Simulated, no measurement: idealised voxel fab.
process module | voxel plated lines
cross-section cut | 265 nm wide | cells 5 nm
A cross-section is a grid of square cells, given in bands from the top down. A band is one or more rows of cells.
Each band's line starts with the height of the band's top and of its bottom, in nm. Then come its materials from left to right, each with its width in nm. One material with "throughout" fills the band from edge to edge. "air" is empty space.
Height 0 is the level under which the wafer as received is all one material. The lowest band goes on downwards, as in "0 down".
A width such as "30 to 40" changes by the same amount from each row of cells to the next, from the band's top row to its bottom row.
"no change" after a step means that no cell of the cross-section changed.
closed voids: empty space of 8 cells or more with no open way to the top, each as width x height at its distance from the left edge, in nm
after a step's settings: what the simulator itself notes on the step
overlay nm, on a step with a mask: how far to the right of its planned place the mask lay; to the left if negative
plan
1 op RECEIVE | material Si
2 op CONFORMAL_DEP | material SiO2 | thk nm 5
3 op DIRECTIONAL_DEP | material TiN | thk nm 5
4 op PATTERN | tone open | mask id LINES | material resist | width nm 15 | pitch nm 40 | thk nm 25 | overlay nm 0
5 op EPI | material Ru | thk nm 5
6 op EPI | material Ru | thk nm 5
7 op STRIP | etch materials resist
8 op DIRECTIONAL_ETCH | etch materials TiN | depth nm 5
9 op CONFORMAL_DEP | material SiCN | thk nm 10
as received, after step 1
  0 down: Si throughout
  closed voids: none
first wafer at the end, as planned
  30 to 20: air 95 | SiCN 35 | air 5 | SiCN 35 | air 95
  20 to 15: air 95 | SiCN 10 | Ru 15 | SiCN 10 | air 5 | SiCN 10 | Ru 15 | SiCN 10 | air 95
  15 to 10: SiCN 105 | Ru 15 | SiCN 25 | Ru 15 | SiCN 105
  10 to 5: SiCN 105 | TiN 15 | SiCN 25 | TiN 15 | SiCN 105
  5 to 0: SiO2 throughout
  0 down: Si throughout
  closed voids: none
second wafer at the end: like start, like plan, one mistake
  30 to 20: SiCN throughout
  20 to 10: Ru 105 | SiCN 15 | Ru 25 | SiCN 15 | Ru 105
  10 to 5: TiN 105 | SiCN 15 | TiN 25 | SiCN 15 | TiN 105
  5 to 0: SiO2 throughout
  0 down: Si throughout
  closed voids: none
what went wrong: step 4 ran as: op PATTERN | tone cover | mask id LINES | material resist | width nm 15 | pitch nm 40 | thk nm 25 | overlay nm 0
at the end the second wafer has, in cells: 82 more of Ru | 6 fewer of SiCN | 41 more of TiN
